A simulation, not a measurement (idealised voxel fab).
The document below concerns the process module designated voxel self aligned vias.
Cross-section cut spans 230 nm and uses square cells 5 nm in size.
Reading order for cross-sections: top band down to bottom band. Underlying form: a grid of square cells. Band size: one or more rows of cells.
Within each band entry, the heights of the top and of the bottom of the band appear first, in that order and in nm; the materials of the band then follow from left to right, each with its corresponding width in nm. The designation "all across" on a single material indicates that it fills the band from edge to edge; the designation "air" indicates empty space.
Zero point of the height axis is 0; under it, received wafer = one material. Lowest band: continues down indefinitely, "0 nm and below".
Per-row width for "30..40": begins at first number (top row of band), ends at second number (bottom row), increment between rows held constant.
Where a step carries "changes: none", the cross-section came out of it unchanged, cell for cell.
"Closed-off voids" - sealed voids, min. 8 cells, no opening to top; format: width x height at distance (distance from left edge; nm throughout).
Past the settings on a step's line: simulator remark, on that step.
When a step includes a mask, the "overlay nm" setting on its line states how far to the right of its planned place that mask lay, and negative values state how far to the left.
# Steps planned for the process
1,RECEIVE with material Si
2,CONFORMAL_DEP with material SiO2, thk nm 15
3,CONFORMAL_DEP with material SiCN, thk nm 5
4,DIRECTIONAL_DEP with material lowk, thk nm 20
5,MASKED_ETCH with tone open, mask id LINES, width nm 30, pitch nm 55, etch materials lowk, depth nm 20, overlay nm 0
6,CONFORMAL_DEP with material TiN, thk nm 5
7,FILL_DEP with material W, thk nm 10
8,CMP with height nm 40
9,SELECTIVE_ETCH with etch materials W Ru TiN, depth nm 5
10,FILL_DEP with material SiN, thk nm 10
11,CMP with height nm 40
12,DIRECTIONAL_DEP with material lowk, thk nm 20
13,DIRECTIONAL_DEP with material aC, thk nm 15
14,PATTERN with tone open, mask id VIAS, material resist, width nm 40, thk nm 30, overlay nm 0
15,DIRECTIONAL_ETCH with etch materials aC, depth nm 15
16,STRIP with etch materials resist
17,DIRECTIONAL_ETCH with etch materials lowk, depth nm 20
18,DIRECTIONAL_ETCH with etch materials SiN, depth nm 5
19,STRIP with etch materials aC
20,CONFORMAL_DEP with material TiN, thk nm 5
21,FILL_DEP with material W, thk nm 10
22,CMP with height nm 60
23,CONFORMAL_DEP with material SiN, thk nm 5
# Received-state cross-section, reflecting completion of step 1
> 0 nm and below | Si all across
> Closed-off voids: none
# Sectioned view, first of two wafers, at the close of the module, processed as intended in the plan
> 65 nm to 60 nm | SiN all across
> 60 nm to 45 nm | lowk: 65 | TiN: 5 | W: 30 | TiN: 5 | lowk: 125
> 45 nm to 40 nm | lowk: 65 | TiN: 10 | W: 20 | TiN: 10 | lowk: 125
> 40 nm to 35 nm | lowk: 70 | TiN: 30 | lowk: 25 | SiN: 30 | lowk: 75
> 35 nm to 25 nm | lowk: 70 | TiN: 5 | W: 20 | TiN: 5 | lowk: 25 | TiN: 5 | W: 20 | TiN: 5 | lowk: 75
> 25 nm to 20 nm | lowk: 70 | TiN: 30 | lowk: 25 | TiN: 30 | lowk: 75
> 20 nm to 15 nm | SiCN all across
> 15 nm to 0 nm | SiO2 all across
> 0 nm and below | Si all across
> Closed-off voids: none
# second wafer at the end: like start, like plan, one mistake
> 65 nm to 60 nm | SiN all across
> 60 nm to 45 nm | lowk: 65 | TiN: 5 | W: 30 | TiN: 5 | lowk: 125
> 45 nm to 40 nm | lowk: 65 | TiN: 40 | lowk: 125
> 40 nm to 35 nm | SiCN all across
> 35 nm to 15 nm | lowk all across
> 15 nm to 0 nm | SiO2 all across
> 0 nm and below | Si all across
> Closed-off voids: none
So what did we get wrong on this run? the intended sequence of steps 3 and 4 was reversed during processing, with each occupying the position of the other
The closing comparison, in cells, has the second wafer with more or fewer of some materials than the first: SiN -6; TiN -22; W -20; lowk +48
